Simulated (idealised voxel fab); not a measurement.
voxel released beams: a process module
Section shown: cut. Width: 200 nm. Cell size: 5 nm, square.
Think of the cross-section as a grid of square cells. We describe it in bands, top to bottom, and each band covers one or more rows of those cells.
Heads up on the band format: heights come first, top then bottom, in nm. After that it's the materials left to right, each with its width in nm. A single material flagged "everywhere" fills the whole band edge to edge, and "empty" means there's empty space there.
All heights in this document are referenced to 0, defined as the level beneath which the wafer, as received, consists entirely of one material. The lowest band is not bounded below; it extends indefinitely downward and is written in the form "top 0, no bottom".
Per-row width for "30->40": begins at first number (top row of band), ends at second number (bottom row), increment between rows held constant.
"changes: none" after a step means that no cell of the cross-section changed.
For the entry "Sealed internal voids", the listed items are empty spaces with no open way to the top whose size is 8 cells or more; each item follows the pattern width x height at distance, where distance is from the left edge and all three are in nm.
What comes after the settings on a step's line is commentary from the simulator itself on that step.
Steps that use a mask can have "overlay nm" on their line. It says how far the mask sat to the right of where it was meant to be. Negative means to the left.
Planned process steps
| 1 | op RECEIVE | material Si |
| 2 | op CONFORMAL_DEP | material SiN | thk nm 5 |
| 3 | op DIRECTIONAL_DEP | material SiO2 | thk nm 15 |
| 4 | op DIRECTIONAL_DEP | material aC | thk nm 15 |
| 5 | op PATTERN | tone open | mask id ANCHOR | material resist | width nm 45 | thk nm 30 | overlay nm 0 |
| 6 | op DIRECTIONAL_ETCH | etch materials aC | depth nm 15 |
| 7 | op STRIP | etch materials resist |
| 8 | op DIRECTIONAL_ETCH | etch materials SiO2 | depth nm 15 |
| 9 | op STRIP | etch materials aC |
| 10 | op CONFORMAL_DEP | material W | thk nm 15 |
| 11 | op PATTERN | tone cover | mask id BEAM | material resist | width nm 90 | thk nm 20 | overlay nm 0 |
| 12 | op DIRECTIONAL_ETCH | etch materials W | depth nm 15 |
| 13 | op STRIP | etch materials resist |
| 14 | op STRIP | etch materials SiO2 |
First wafer of two (run as planned)
This is the cross-section of the wafer as we received it, i.e. after step 1
    top 0, no bottom | Si everywhere
    Sealed internal voids: none
Wafer xsec, post step 2
    top 5, bottom 0 | SiN everywhere
    Under 0: no change, same as before.
Wafer xsec, post step 3
    top 20, bottom 5 | SiO2 everywhere
    Under 5: no change, same as before.
Wafer xsec, post step 4
    top 35, bottom 20 | aC everywhere
    Under 20: no change, same as before.
Wafer xsec, post step 5
    top 65, bottom 35 | resist 55 nm  empty 45 nm  resist 100 nm
    Under 35: no change, same as before.
Wafer xsec, post step 6
    top 50, bottom 35 | resist 55 nm  empty 45 nm  resist 100 nm
    top 35, bottom 20 | aC 55 nm  empty 45 nm  aC 100 nm
    Under 20: no change, same as before.
Wafer xsec, post step 7
    top 35, bottom 20 | aC 55 nm  empty 45 nm  aC 100 nm
    Under 20: no change, same as before.
Wafer xsec, post step 8
    top 35, bottom 20 | aC 55 nm  empty 45 nm  aC 100 nm
    top 20, bottom 5 | SiO2 55 nm  empty 45 nm  SiO2 100 nm
    Under 5: no change, same as before.
Wafer xsec, post step 9
    top 20, bottom 5 | SiO2 55 nm  empty 45 nm  SiO2 100 nm
    Under 5: no change, same as before.
Wafer xsec, post step 10
    top 35, bottom 20 | W 70 nm  empty 15 nm  W 115 nm
    top 20, bottom 5 | SiO2 55 nm  W 45 nm  SiO2 100 nm
    Under 5: no change, same as before.
Wafer xsec, post step 11
    top 55, bottom 35 | empty 50 nm  resist 90 nm  empty 60 nm
    top 35, bottom 20 | W 70 nm  resist 15 nm  W 115 nm
    Under 20: no change, same as before.
Wafer xsec, post step 12
    top 55, bottom 35 | empty 50 nm  resist 90 nm  empty 60 nm
    top 35, bottom 20 | empty 50 nm  W 20 nm  resist 15 nm  W 55 nm  empty 60 nm
    Under 20: no change, same as before.
Wafer xsec, post step 13
    top 35, bottom 20 | empty 50 nm  W 20 nm  empty 15 nm  W 55 nm  empty 60 nm
    Under 20: no change, same as before.
Wafer xsec, post step 14
    top 35, bottom 20 | empty 50 nm  W 20 nm  empty 15 nm  W 55 nm  empty 60 nm
    top 20, bottom 5 | empty 55 nm  W 45 nm  empty 100 nm
    Under 5: no change, same as before.
Second wafer. Start and plan as for the first. One mistake made in running. Agrees with the first up to and including step 4
At the planned end of step 5, the second wafer in cross-section
    top 65, bottom 35 | empty 55 nm  resist 45 nm  empty 100 nm
    Under 35: no change, same as before.
At the planned end of step 6, the second wafer in cross-section
    top 50, bottom 35 | empty 55 nm  resist 45 nm  empty 100 nm
    top 35, bottom 20 | empty 55 nm  aC 45 nm  empty 100 nm
    Under 20: no change, same as before.
At the planned end of step 7, the second wafer in cross-section
    top 35, bottom 20 | empty 55 nm  aC 45 nm  empty 100 nm
    Under 20: no change, same as before.
At the planned end of step 8, the second wafer in cross-section
    top 35, bottom 20 | empty 55 nm  aC 45 nm  empty 100 nm
    top 20, bottom 5 | empty 55 nm  SiO2 45 nm  empty 100 nm
    Under 5: no change, same as before.
At the planned end of step 9, the second wafer in cross-section
    top 20, bottom 5 | empty 55 nm  SiO2 45 nm  empty 100 nm
    Under 5: no change, same as before.
At the planned end of step 10, the second wafer in cross-section
    top 35, bottom 20 | empty 40 nm  W 75 nm  empty 85 nm
    top 20, bottom 5 | W 55 nm  SiO2 45 nm  W 100 nm
    Under 5: no change, same as before.
At the planned end of step 11, the second wafer in cross-section
    top 55, bottom 35 | empty 50 nm  resist 90 nm  empty 60 nm
    top 35, bottom 20 | empty 40 nm  W 75 nm  resist 25 nm  empty 60 nm
    Under 20: no change, same as before.
At the planned end of step 12, the second wafer in cross-section
    top 55, bottom 35 | empty 50 nm  resist 90 nm  empty 60 nm
    top 35, bottom 20 | empty 50 nm  W 65 nm  resist 25 nm  empty 60 nm
    top 20, bottom 5 | empty 40 nm  W 15 nm  SiO2 45 nm  W 40 nm  empty 60 nm
    Under 5: no change, same as before.
At the planned end of step 13, the second wafer in cross-section
    top 35, bottom 20 | empty 50 nm  W 65 nm  empty 85 nm
    Under 20: no change, same as before.
At the planned end of step 14, the second wafer in cross-section: changes: none
The mistake made against the process plan was this: heads up, step 5 didn't go per plan, it actually ran as op PATTERN | tone cover | mask id ANCHOR | material resist | width nm 45 | thk nm 30 | overlay nm 0
End check, counted in cells, second wafer has more or fewer of these materials than the first: 27 more of SiO2
